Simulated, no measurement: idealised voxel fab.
Module name: voxel lift off (process module)
Xsec cut, 145 nm wide, square cell size 5 nm.
The cross-sections in this document take the form of a grid made of square cells. They are written out as bands, in order from top to bottom. Each band consists of one or more rows of cells.
Heights first: top, then bottom, in nm. Then materials, left to right, each with a width in nm. "everywhere" on a single material: fills the band edge to edge. "air": empty space.
Height datum 0, below which the as-received substrate wafer is one material. Lowest band open at the bottom, running downward: "0 down".
Quick explanation for "30..40": the width changes in equal steps down the rows of cells, from the first number in the band's top row to the second number in its bottom row.
"identical to before" after a step means that no cell of the cross-section changed.
What "Enclosed cavity list" gives you is every empty space of 8 cells or more that is cut off from the top. Each appears as width x height at distance, with the distance taken from the left edge and width, height and distance all in nm.
It should be noted that, on the line of a given step, the content following the step's settings is a remark produced by the simulator itself with respect to that step.
overlay nm: how far to the right of its planned place the mask lay on this masked step (negative: to the left).
Process steps (planned):
1. RECEIVE with material Si
2. CONFORMAL_DEP with material SiN, thk nm 15
3. PATTERN with tone open, mask id LINES, material resist, width nm 15, pitch nm 30, thk nm 25, overlay nm 0
4. DIRECTIONAL_DEP with material Ru, thk nm 10
5. STRIP with etch materials resist
6. CONFORMAL_DEP with material SiO2, thk nm 10
So, the first of our two wafers, run just as we planned it:
As-received state of the wafer in cross-section, equivalent to post-step 1:
- 0 down = Si everywhere
- Enclosed cavity list: none
The following cross-section depicts the wafer upon completion of step 2:
- 15 to 0 = SiN everywhere
- Lower than 0, everything is as it was.
The following cross-section depicts the wafer upon completion of step 3:
- 40 to 15 = 20 of resist; 15 of air; 15 of resist; 15 of air; 15 of resist; 15 of air; 15 of resist; 15 of air; 20 of resist
- Lower than 15, everything is as it was.
The following cross-section depicts the wafer upon completion of step 4:
- 50 to 40 = 20 of Ru; 15 of air; 15 of Ru; 15 of air; 15 of Ru; 15 of air; 15 of Ru; 15 of air; 20 of Ru
- 40 to 25 = 20 of resist; 15 of air; 15 of resist; 15 of air; 15 of resist; 15 of air; 15 of resist; 15 of air; 20 of resist
- 25 to 15 = 20 of resist; 15 of Ru; 15 of resist; 15 of Ru; 15 of resist; 15 of Ru; 15 of resist; 15 of Ru; 20 of resist
- Lower than 15, everything is as it was.
The following cross-section depicts the wafer upon completion of step 5:
- 25 to 15 = 20 of air; 15 of Ru; 15 of air; 15 of Ru; 15 of air; 15 of Ru; 15 of air; 15 of Ru; 20 of air
- Lower than 15, everything is as it was.
The following cross-section depicts the wafer upon completion of step 6:
- 35 to 25 = 10 of air; 125 of SiO2; 10 of air
- 25 to 15 = 20 of SiO2; 15 of Ru; 15 of SiO2; 15 of Ru; 15 of SiO2; 15 of Ru; 15 of SiO2; 15 of Ru; 20 of SiO2
- Lower than 15, everything is as it was.
Second wafer - shared start and plan with the first - one error in running - same as the first up to step 1 inclusive:
What the second wafer looks like in cross-section when step 2 should have wrapped up:
- 10 to 0 = SiN everywhere
- Lower than 0, everything is as it was.
What the second wafer looks like in cross-section when step 3 should have wrapped up:
- 35 to 10 = 20 of resist; 15 of air; 15 of resist; 15 of air; 15 of resist; 15 of air; 15 of resist; 15 of air; 20 of resist
- Lower than 10, everything is as it was.
What the second wafer looks like in cross-section when step 4 should have wrapped up:
- 45 to 35 = 20 of Ru; 15 of air; 15 of Ru; 15 of air; 15 of Ru; 15 of air; 15 of Ru; 15 of air; 20 of Ru
- 35 to 20 = 20 of resist; 15 of air; 15 of resist; 15 of air; 15 of resist; 15 of air; 15 of resist; 15 of air; 20 of resist
- 20 to 10 = 20 of resist; 15 of Ru; 15 of resist; 15 of Ru; 15 of resist; 15 of Ru; 15 of resist; 15 of Ru; 20 of resist
- Lower than 10, everything is as it was.
What the second wafer looks like in cross-section when step 5 should have wrapped up:
- 20 to 10 = 20 of air; 15 of Ru; 15 of air; 15 of Ru; 15 of air; 15 of Ru; 15 of air; 15 of Ru; 20 of air
- Lower than 10, everything is as it was.
What the second wafer looks like in cross-section when step 6 should have wrapped up:
- 30 to 20 = 10 of air; 125 of SiO2; 10 of air
- 20 to 10 = 20 of SiO2; 15 of Ru; 15 of SiO2; 15 of Ru; 15 of SiO2; 15 of Ru; 15 of SiO2; 15 of Ru; 20 of SiO2
- Lower than 10, everything is as it was.
Run error: heads up, step 2 didn't go per plan, it actually ran as CONFORMAL_DEP with material SiN, thk nm 10
Once processing is complete, comparing cell counts shows that the second wafer has more or fewer of certain materials than the first: -29 SiN
